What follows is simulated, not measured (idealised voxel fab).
Proc. module: voxel capacitor over wiring
The cross-section shown here is cut; it is 260 nm wide and divided into square cells measuring 5 nm on a side.
Cross-section = grid of square cells, listed top down in bands; band = one or more rows.
Band entry format. Leading values: height of top, height of bottom, nm. Remainder: materials in left-to-right order, each with its width in nm. Special words: "throughout" on a single material, which then fills the band edge to edge; "blank", empty space.
Height 0 is the level under which the wafer as received is all one material. The lowest band goes on downwards, as in "top 0, no bottom".
So if you see something like "30..40" for the width, read it as the top row of the band sitting at the first number and the bottom row at the second, with every row in between moving by the same amount as the last.
Step marked "changes: none"? Then no cell in the cross-section changed in it.
What "Sealed void list" gives you is every empty space of 8 cells or more that is cut off from the top. Each appears as width x height at distance, with the distance taken from the left edge and width, height and distance all in nm.
Formally, on a step line, whatever follows the settings is a remark that the simulator itself makes on the step.
On any step carrying a mask, the "overlay nm" setting, if present on the step's line, tells how far right of its planned place the mask lay; negative values point to the left.
Intended process steps:
1 RECEIVE [material Si]
2 CONFORMAL_DEP [material SiO2] [thk nm 10]
3 CONFORMAL_DEP [material SiN] [thk nm 5]
4 DIRECTIONAL_DEP [material lowk] [thk nm 25]
5 DIRECTIONAL_DEP [material aC] [thk nm 15]
6 PATTERN [tone open] [mask id METAL_1] [material resist] [width nm 20] [pitch nm 80] [thk nm 30] [overlay nm 0]
7 DIRECTIONAL_ETCH [etch materials aC] [depth nm 15]
8 STRIP [etch materials resist]
9 DIRECTIONAL_ETCH [etch materials lowk] [depth nm 25]
10 DIRECTIONAL_ETCH [etch materials SiN] [depth nm 5]
11 STRIP [etch materials aC]
12 CONFORMAL_DEP [material TiN] [thk nm 5]
13 FILL_DEP [material Cu] [thk nm 5]
14 CMP [height nm 40]
15 CONFORMAL_DEP [material SiCN] [thk nm 5]
16 DIRECTIONAL_DEP [material SiO2] [thk nm 20]
17 PATTERN [tone open] [mask id PLUG_1] [material resist] [width nm 15] [thk nm 20] [overlay nm 0]
18 DIRECTIONAL_ETCH [etch materials SiO2] [depth nm 20]
19 DIRECTIONAL_ETCH [etch materials SiCN] [depth nm 5]
20 STRIP [etch materials resist]
21 EPI [material Ru] [thk nm 10]
22 EPI [material Ru] [thk nm 10]
23 EPI [material Ru] [thk nm 5]
24 DIRECTIONAL_DEP [material TiN] [thk nm 5]
25 DIRECTIONAL_DEP [material Al2O3] [thk nm 5]
26 DIRECTIONAL_DEP [material TiN] [thk nm 5]
27 PATTERN [tone cover] [mask id UPPER_PLATE] [material resist] [width nm 65] [thk nm 20] [overlay nm 0]
28 DIRECTIONAL_ETCH [etch materials TiN] [depth nm 5]
29 DIRECTIONAL_ETCH [etch materials Al2O3] [depth nm 5]
30 STRIP [etch materials resist]
31 DIRECTIONAL_DEP [material aC] [thk nm 10]
32 PATTERN [tone cover] [mask id LOWER_PLATE] [material resist] [width nm 75] [thk nm 25] [overlay nm 0]
33 DIRECTIONAL_ETCH [etch materials aC] [depth nm 10]
34 STRIP [etch materials resist]
35 DIRECTIONAL_ETCH [etch materials TiN] [depth nm 5]
36 STRIP [etch materials aC]
37 FILL_DEP [material SiO2] [thk nm 20]
38 CMP [height nm 95]
39 DIRECTIONAL_DEP [material aC] [thk nm 15]
40 PATTERN [tone open] [mask id PLUG_2] [material resist] [width nm 15] [thk nm 30] [overlay nm 0]
41 DIRECTIONAL_ETCH [etch materials aC] [depth nm 15]
42 STRIP [etch materials resist]
43 DIRECTIONAL_ETCH [etch materials SiO2] [depth nm 15]
44 STRIP [etch materials aC]
45 CONFORMAL_DEP [material TiN] [thk nm 5]
46 FILL_DEP [material Cu] [thk nm 10]
47 CMP [height nm 95]
48 CONFORMAL_DEP [material SiN] [thk nm 5]
Wafer cross-section on receipt, i.e. after step 1:
* top 0, no bottom | Si throughout
* Sealed void list: none
Cross-sectional result after module completion. Note: starting condition and plan are unchanged from above; one processing mistake was made:
* top 100, bottom 95 | SiN throughout
* top 95, bottom 85 | SiO2 (95); TiN (5); Cu (5); TiN (5); SiO2 (150)
* top 85, bottom 75 | SiO2 (95..85); TiN (15..65); SiO2 (150..110)
* top 75, bottom 70 | SiO2 (85); Al2O3 (65); SiO2 (110)
* top 70, bottom 65 | SiO2 (80); TiN (75); SiO2 (105)
* top 65, bottom 45 | SiO2 (85); Ru (20); SiO2 (155)
* top 45, bottom 40 | SiCN (85); Ru (20); SiCN (155)
* top 40, bottom 15 | lowk (80); TiN (5); Cu (10); TiN (5); lowk (60); TiN (5); Cu (10); TiN (5); lowk (80)
* top 15, bottom 10 | SiN (80); TiN (20); SiN (60); TiN (20); SiN (80)
* top 10, bottom 0 | SiO2 throughout
* top 0, no bottom | Si throughout
* Sealed void list: none
what went wrong: it should be noted that step 17 was executed with settings other than those planned, the operation and settings actually applied being PATTERN [tone open] [mask id PLUG_1] [material resist] [width nm 20] [thk nm 20] [overlay nm 0]
